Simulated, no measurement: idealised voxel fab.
process module | voxel capacitor over wiring
cross-section cut | 295 nm wide | cells 5 nm
A cross-section is a grid of square cells, given in bands from the top down. A band is one or more rows of cells.
Each band's line starts with the height of the band's top and of its bottom, in nm. Then come its materials from left to right, each with its width in nm. One material with "throughout" fills the band from edge to edge. "air" is empty space.
Height 0 is the level under which the wafer as received is all one material. The lowest band goes on downwards, as in "0 down".
A width such as "30 to 40" changes by the same amount from each row of cells to the next, from the band's top row to its bottom row.
"no change" after a step means that no cell of the cross-section changed.
closed voids: empty space of 8 cells or more with no open way to the top, each as width x height at its distance from the left edge, in nm
after a step's settings: what the simulator itself notes on the step
overlay nm, on a step with a mask: how far to the right of its planned place the mask lay; to the left if negative
plan
1 op RECEIVE | material Si
2 op CONFORMAL_DEP | material SiO2 | thk nm 10
3 op CONFORMAL_DEP | material SiCN | thk nm 5
4 op DIRECTIONAL_DEP | material SiO2 | thk nm 15
5 op DIRECTIONAL_DEP | material aC | thk nm 10
6 op PATTERN | tone open | mask id METAL_1 | material resist | width nm 20 | pitch nm 80 | thk nm 25 | overlay nm 0
7 op DIRECTIONAL_ETCH | etch materials aC | depth nm 10
8 op STRIP | etch materials resist
9 op DIRECTIONAL_ETCH | etch materials SiO2 | depth nm 15
10 op DIRECTIONAL_ETCH | etch materials SiCN | depth nm 5
11 op STRIP | etch materials aC
12 op CONFORMAL_DEP | material TiN | thk nm 5
13 op FILL_DEP | material Cu | thk nm 10
14 op CMP | height nm 30
15 op CONFORMAL_DEP | material SiCN | thk nm 5
16 op DIRECTIONAL_DEP | material lowk | thk nm 15
17 op DIRECTIONAL_DEP | material aC | thk nm 10
18 op PATTERN | tone open | mask id PLUG_1 | material resist | width nm 15 | thk nm 30 | overlay nm 0
19 op DIRECTIONAL_ETCH | etch materials aC | depth nm 10
20 op STRIP | etch materials resist
21 op DIRECTIONAL_ETCH | etch materials lowk | depth nm 15
22 op DIRECTIONAL_ETCH | etch materials SiCN | depth nm 5
23 op STRIP | etch materials aC
24 op CONFORMAL_DEP | material TiN | thk nm 5
25 op FILL_DEP | material Ru | thk nm 10
26 op CMP | height nm 50
27 op DIRECTIONAL_DEP | material TiN | thk nm 5
28 op DIRECTIONAL_DEP | material SiN | thk nm 5
29 op DIRECTIONAL_DEP | material TiN | thk nm 10
30 op PATTERN | tone cover | mask id UPPER_PLATE | material resist | width nm 65 | thk nm 15 | overlay nm 0
31 op DIRECTIONAL_ETCH | etch materials TiN | depth nm 10
32 op DIRECTIONAL_ETCH | etch materials SiN | depth nm 5
33 op STRIP | etch materials resist
34 op DIRECTIONAL_DEP | material aC | thk nm 10
35 op PATTERN | tone cover | mask id LOWER_PLATE | material resist | width nm 75 | thk nm 25 | overlay nm 0
36 op DIRECTIONAL_ETCH | etch materials aC | depth nm 10
37 op STRIP | etch materials resist
38 op DIRECTIONAL_ETCH | etch materials TiN | depth nm 5
39 op STRIP | etch materials aC
40 op FILL_DEP | material SiO2 | thk nm 20
41 op CMP | height nm 85
42 op PATTERN | tone open | mask id PLUG_2 | material resist | width nm 15 | thk nm 15 | overlay nm 0
43 op DIRECTIONAL_ETCH | etch materials SiO2 | depth nm 15
44 op STRIP | etch materials resist
45 op CONFORMAL_DEP | material TiN | thk nm 5
46 op FILL_DEP | material Ru | thk nm 5
47 op CMP | height nm 85
48 op CONFORMAL_DEP | material SiN | thk nm 5
as received, after step 1
  0 down: Si throughout
  closed voids: none
a wafer at the end: this start, this plan, one mistake
  90 to 85: SiN throughout
  85 to 75: SiO2 110 | TiN 5 | Ru 5 | TiN 5 | SiO2 170
  75 to 70: SiO2 110 | TiN 15 | SiO2 170
  70 to 60: SiO2 100 | TiN 65 | SiO2 130
  60 to 55: SiO2 100 | SiN 65 | SiO2 130
  55 to 50: SiO2 95 | TiN 75 | SiO2 125
  50 to 35: lowk 100 | TiN 5 | Ru 5 | TiN 5 | lowk 180
  35 to 30: SiCN 100 | TiN 15 | SiCN 180
  30 to 25: SiCN 95 | TiN 20 | SiCN 60 | TiN 20 | SiCN 100
  25 to 0: SiO2 throughout
  0 down: Si throughout
  closed voids: none
what went wrong: steps 3 and 4 were swapped
